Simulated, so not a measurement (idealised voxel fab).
process module | voxel self aligned contacts
cross-section cut | 240 nm wide | cells 5 nm
A cross-section is a grid of square cells, given in bands from the top down. A band is one or more rows of cells.
Each band's line starts with the height of the band's top and of its bottom, in nm. Then come its materials from left to right, each with its width in nm. One material with "throughout" fills the band from edge to edge. "air" is empty space.
Height 0 is the level under which the wafer as received is all one material. The lowest band goes on downwards, as in "0 down".
A width such as "30 to 40" changes by the same amount from each row of cells to the next, from the band's top row to its bottom row.
"no change" after a step means that no cell of the cross-section changed.
closed voids: empty space of 8 cells or more with no open way to the top, each as width x height at its distance from the left edge, in nm
after a step's settings: what the simulator itself notes on the step
overlay nm, on a step with a mask: how far to the right of its planned place the mask lay; to the left if negative
plan
1 op RECEIVE | material Si
2 op OXIDIZE | depth nm 5
3 op DIRECTIONAL_DEP | material polySi | thk nm 30
4 op DIRECTIONAL_DEP | material SiN | thk nm 20
5 op DIRECTIONAL_DEP | material aC | thk nm 10
6 op PATTERN | tone cover | mask id GATE | material resist | width nm 25 | pitch nm 65 | thk nm 30 | overlay nm 0
7 op DIRECTIONAL_ETCH | etch materials aC | depth nm 10
8 op STRIP | etch materials resist
9 op DIRECTIONAL_ETCH | etch materials SiN | depth nm 20
10 op DIRECTIONAL_ETCH | etch materials polySi | depth nm 30
11 op STRIP | etch materials aC
12 op CONFORMAL_DEP | material SiN | thk nm 10
13 op DIRECTIONAL_ETCH | etch materials SiN | depth nm 10
14 op FILL_DEP | material SiO2 | thk nm 15
15 op CMP | height nm 60
16 op DIRECTIONAL_DEP | material aC | thk nm 10
17 op PATTERN | tone open | mask id CONTACT | material resist | width nm 50 | thk nm 25 | overlay nm 0
18 op DIRECTIONAL_ETCH | etch materials aC | depth nm 10
19 op STRIP | etch materials resist
20 op DIRECTIONAL_ETCH | etch materials SiO2 | depth nm 65
21 op STRIP | etch materials aC
22 op CONFORMAL_DEP | material TiN | thk nm 5
23 op FILL_DEP | material W | thk nm 5
24 op CMP | height nm 60
25 op CONFORMAL_DEP | material SiN | thk nm 5
first wafer, as planned
as received, after step 1
  0 down: Si throughout
  closed voids: none
after step 2
  0 to -5: SiO2 throughout
  below -5: unchanged
after step 3
  30 to 0: polySi throughout
  below 0: unchanged
after step 4
  50 to 30: SiN throughout
  below 30: unchanged
after step 5
  60 to 50: aC throughout
  below 50: unchanged
after step 6
  90 to 60: air 75 | resist 25 | air 40 | resist 25 | air 75
  below 60: unchanged
after step 7
  80 to 60: air 75 | resist 25 | air 40 | resist 25 | air 75
  60 to 50: air 75 | aC 25 | air 40 | aC 25 | air 75
  below 50: unchanged
after step 8
  60 to 50: air 75 | aC 25 | air 40 | aC 25 | air 75
  below 50: unchanged
after step 9
  60 to 50: air 75 | aC 25 | air 40 | aC 25 | air 75
  50 to 30: air 75 | SiN 25 | air 40 | SiN 25 | air 75
  below 30: unchanged
after step 10
  60 to 50: air 75 | aC 25 | air 40 | aC 25 | air 75
  50 to 30: air 75 | SiN 25 | air 40 | SiN 25 | air 75
  30 to 0: air 75 | polySi 25 | air 40 | polySi 25 | air 75
  below 0: unchanged
after step 11
  50 to 30: air 75 | SiN 25 | air 40 | SiN 25 | air 75
  below 30: unchanged
after step 12
  60 to 30: air 65 | SiN 45 | air 20 | SiN 45 | air 65
  30 to 10: air 65 | SiN 10 | polySi 25 | SiN 10 | air 20 | SiN 10 | polySi 25 | SiN 10 | air 65
  10 to 0: SiN 75 | polySi 25 | SiN 40 | polySi 25 | SiN 75
  below 0: unchanged
after step 13
  50 to 30: air 65 | SiN 45 | air 20 | SiN 45 | air 65
  30 to 0: air 65 | SiN 10 | polySi 25 | SiN 10 | air 20 | SiN 10 | polySi 25 | SiN 10 | air 65
  below 0: unchanged
after step 14
  65 to 50: SiO2 throughout
  50 to 30: SiO2 65 | SiN 45 | SiO2 20 | SiN 45 | SiO2 65
  30 to 0: SiO2 65 | SiN 10 | polySi 25 | SiN 10 | SiO2 20 | SiN 10 | polySi 25 | SiN 10 | SiO2 65
  below 0: unchanged
after step 15
  60 to 50: SiO2 throughout
  below 50: unchanged
after step 16
  70 to 60: aC throughout
  below 60: unchanged
after step 17
  95 to 70: resist 95 | air 50 | resist 95
  below 70: unchanged
after step 18
  85 to 70: resist 95 | air 50 | resist 95
  70 to 60: aC 95 | air 50 | aC 95
  below 60: unchanged
after step 19
  70 to 60: aC 95 | air 50 | aC 95
  below 60: unchanged
after step 20
  70 to 60: aC 95 | air 50 | aC 95
  60 to 50: SiO2 95 | air 50 | SiO2 95
  50 to 30: SiO2 65 | SiN 45 | air 20 | SiN 45 | SiO2 65
  30 to 0: SiO2 65 | SiN 10 | polySi 25 | SiN 10 | air 20 | SiN 10 | polySi 25 | SiN 10 | SiO2 65
  0 to -5: SiO2 110 | air 20 | SiO2 110
  below -5: unchanged
after step 21
  60 to 50: SiO2 95 | air 50 | SiO2 95
  below 50: unchanged
after step 22
  65 to 60: TiN 100 | air 40 | TiN 100
  60 to 50: SiO2 95 | TiN 5 to 20 | air 40 to 10 | TiN 5 to 20 | SiO2 95
  50 to 30: SiO2 65 | SiN 45 | TiN 5 | air 10 | TiN 5 | SiN 45 | SiO2 65
  30 to 0: SiO2 65 | SiN 10 | polySi 25 | SiN 10 | TiN 5 | air 10 | TiN 5 | SiN 10 | polySi 25 | SiN 10 | SiO2 65
  0 to -5: SiO2 110 | TiN 20 | SiO2 110
  below -5: unchanged
after step 23
  70 to 65: W throughout
  65 to 60: TiN 100 | W 40 | TiN 100
  60 to 50: SiO2 95 | TiN 5 to 20 | W 40 to 10 | TiN 5 to 20 | SiO2 95
  50 to 30: SiO2 65 | SiN 45 | TiN 5 | W 10 | TiN 5 | SiN 45 | SiO2 65
  30 to 0: SiO2 65 | SiN 10 | polySi 25 | SiN 10 | TiN 5 | W 10 | TiN 5 | SiN 10 | polySi 25 | SiN 10 | SiO2 65
  below 0: unchanged
after step 24
  60 to 50: SiO2 95 | TiN 5 to 20 | W 40 to 10 | TiN 5 to 20 | SiO2 95
  below 50: unchanged
after step 25
  65 to 60: SiN throughout
  below 60: unchanged
second wafer: like start, like plan, one mistake. Through step 11 it matches the first wafer
when step 12 should have ended
  40 to 30: air 75 | SiN 25 | air 40 | SiN 25 | air 75
  below 30: unchanged
when step 13 should have ended
  50 to 30: air 65 | SiN 45 | air 20 | SiN 45 | air 65
  30 to 10: air 65 | SiN 10 | polySi 25 | SiN 10 | air 20 | SiN 10 | polySi 25 | SiN 10 | air 65
  10 to 0: SiN 75 | polySi 25 | SiN 40 | polySi 25 | SiN 75
  below 0: unchanged
when step 14 should have ended
  65 to 50: SiO2 throughout
  50 to 30: SiO2 65 | SiN 45 | SiO2 20 | SiN 45 | SiO2 65
  30 to 10: SiO2 65 | SiN 10 | polySi 25 | SiN 10 | SiO2 20 | SiN 10 | polySi 25 | SiN 10 | SiO2 65
  below 10: unchanged
when step 15 should have ended
  60 to 50: SiO2 throughout
  below 50: unchanged
when step 16 should have ended
  70 to 60: aC throughout
  below 60: unchanged
when step 17 should have ended
  95 to 70: resist 95 | air 50 | resist 95
  below 70: unchanged
when step 18 should have ended
  85 to 70: resist 95 | air 50 | resist 95
  70 to 60: aC 95 | air 50 | aC 95
  below 60: unchanged
when step 19 should have ended
  70 to 60: aC 95 | air 50 | aC 95
  below 60: unchanged
when step 20 should have ended
  70 to 60: aC 95 | air 50 | aC 95
  60 to 50: SiO2 95 | air 50 | SiO2 95
  50 to 30: SiO2 65 | SiN 45 | air 20 | SiN 45 | SiO2 65
  30 to 10: SiO2 65 | SiN 10 | polySi 25 | SiN 10 | air 20 | SiN 10 | polySi 25 | SiN 10 | SiO2 65
  below 10: unchanged
when step 21 should have ended
  60 to 50: SiO2 95 | air 50 | SiO2 95
  below 50: unchanged
when step 22 should have ended
  65 to 60: TiN 100 | air 40 | TiN 100
  60 to 50: SiO2 95 | TiN 5 to 20 | air 40 to 10 | TiN 5 to 20 | SiO2 95
  50 to 30: SiO2 65 | SiN 45 | TiN 5 | air 10 | TiN 5 | SiN 45 | SiO2 65
  30 to 15: SiO2 65 | SiN 10 | polySi 25 | SiN 10 | TiN 5 | air 10 | TiN 5 | SiN 10 | polySi 25 | SiN 10 | SiO2 65
  15 to 10: SiO2 65 | SiN 10 | polySi 25 | SiN 10 | TiN 20 | SiN 10 | polySi 25 | SiN 10 | SiO2 65
  below 10: unchanged
when step 23 should have ended
  70 to 65: W throughout
  65 to 60: TiN 100 | W 40 | TiN 100
  60 to 50: SiO2 95 | TiN 5 to 20 | W 40 to 10 | TiN 5 to 20 | SiO2 95
  50 to 30: SiO2 65 | SiN 45 | TiN 5 | W 10 | TiN 5 | SiN 45 | SiO2 65
  30 to 15: SiO2 65 | SiN 10 | polySi 25 | SiN 10 | TiN 5 | W 10 | TiN 5 | SiN 10 | polySi 25 | SiN 10 | SiO2 65
  below 15: unchanged
when step 24 should have ended
  60 to 50: SiO2 95 | TiN 5 to 20 | W 40 to 10 | TiN 5 to 20 | SiO2 95
  below 50: unchanged
when step 25 should have ended
  65 to 60: SiN throughout
  below 60: unchanged
what went wrong: steps 12 and 13 were swapped
at the end the second wafer has, in cells: 60 more of SiN | 48 fewer of SiO2 | 6 fewer of TiN | 6 fewer of W
